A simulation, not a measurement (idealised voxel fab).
Process module heading - voxel released beams
Cross-section cut: width 225 nm, square cells of 5 nm.
Square cells in a grid make up a cross-section in this document, and the grid is given as bands, listed from the top down, each one or more rows of cells. For a band, the entry starts with two heights in nm, that of the top and then that of the bottom, and carries on with the band's materials in order from left to right, each alongside its width in nm; the word "all across" beside a single material means it fills the band edge to edge, and "air" means empty space. The level at which height equals 0 is the one under which the wafer, as it arrives, is entirely one material. No lower edge exists for the bottom band, which continues downward and is notated as in "0 nm and below". Read "30..40" as a graded width: first number on top, second number at the bottom, same change between each pair of neighbouring rows. Step marked "no change occurred"? Then no cell in the cross-section changed in it. Each empty space that has no open way to the top and spans at least 8 cells appears under "Entrapped void list" as width x height at distance, the distance counted from the left edge, all in nm. On each step's line, the part that comes after the settings is the simulator's own comment on the step. Each step line may optionally specify "overlay nm", which for a step with a mask gives the rightward distance between the mask's planned place and where it lay, a negative value indicating the leftward direction.
The process steps that were planned are listed below:
1,RECEIVE | material Si
2,CONFORMAL_DEP | material Al2O3 | thk nm 5
3,DIRECTIONAL_DEP | material SiO2 | thk nm 20
4,MASKED_ETCH | tone open | mask id ANCHOR | width nm 40 | etch materials SiO2 | depth nm 20 | overlay nm 0
5,CONFORMAL_DEP | material SiN | thk nm 15
6,MASKED_ETCH | tone cover | mask id BEAM | width nm 120 | etch materials SiN | depth nm 15 | overlay nm 0
7,STRIP | etch materials SiO2
As received, after step 1:
0 nm and below | Si all across
Entrapped void list: none
Same starting wafer, same plan as above, one mistake in the execution; this is the cross-section at the end of the module:
40 nm to 25 nm | 50 of air | 20 of SiN | 10 of air | 95 of SiN | 50 of air
25 nm to 20 nm | 55 of air | 15 of SiN | 10 of air | 15 of SiN | 130 of air
20 nm to 5 nm | 55 of air | 40 of SiN | 130 of air
5 nm to 0 nm | Al2O3 all across
0 nm and below | Si all across
Entrapped void list: none
Which mistake was made when the wafer was run? step 6 was run on a setting that differed from the plan, and what really ran there is MASKED_ETCH | tone cover | mask id BEAM | width nm 125 | etch materials SiN | depth nm 15 | overlay nm 0
